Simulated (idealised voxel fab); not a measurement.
process module | voxel gate over fins
cross-section cut | 285 nm wide | cells 5 nm
A cross-section is a grid of square cells, given in bands from the top down. A band is one or more rows of cells.
Each band's line starts with the height of the band's top and of its bottom, in nm. Then come its materials from left to right, each with its width in nm. One material with "throughout" fills the band from edge to edge. "air" is empty space.
Height 0 is the level under which the wafer as received is all one material. The lowest band goes on downwards, as in "0 down".
A width such as "30 to 40" changes by the same amount from each row of cells to the next, from the band's top row to its bottom row.
"no change" after a step means that no cell of the cross-section changed.
closed voids: empty space of 8 cells or more with no open way to the top, each as width x height at its distance from the left edge, in nm
after a step's settings: what the simulator itself notes on the step
overlay nm, on a step with a mask: how far to the right of its planned place the mask lay; to the left if negative
plan
1 op RECEIVE | material Si
2 op CONFORMAL_DEP | material SiN | thk nm 10
3 op PATTERN | tone cover | mask id FINS | material resist | width nm 15 | pitch nm 40 | thk nm 15 | overlay nm 0
4 op DIRECTIONAL_ETCH | etch materials SiN | depth nm 10
5 op DIRECTIONAL_ETCH | etch materials Si | depth nm 30
6 op STRIP | etch materials resist
7 op FILL_DEP | material SiO2 | thk nm 5
8 op CMP | height nm 10
9 op SELECTIVE_ETCH | etch materials SiO2 | depth nm 25
10 op STRIP | etch materials SiN
11 op CONFORMAL_DEP | material HfO2 | thk nm 5
12 op CONFORMAL_DEP | material TiN | thk nm 5
13 op FILL_DEP | material W | thk nm 10
14 op CMP | height nm 15
15 op CONFORMAL_DEP | material SiCN | thk nm 10
as received, after step 1
  0 down: Si throughout
  closed voids: none
a wafer at the end: this start, this plan, one mistake
  25 to 15: SiCN throughout
  15 to 10: W throughout
  10 to 5: W 105 | TiN 35 | W 5 | TiN 35 | W 105
  5 to 0: TiN 110 | HfO2 25 | TiN 15 | HfO2 25 | TiN 110
  0 to -5: HfO2 115 | Si 15 | HfO2 25 | Si 15 | HfO2 115
  -5 to -30: SiO2 115 | Si 15 | SiO2 25 | Si 15 | SiO2 115
  -30 down: Si throughout
  closed voids: none
what went wrong: step 9 ran as: op SELECTIVE_ETCH | etch materials SiO2 | depth nm 15
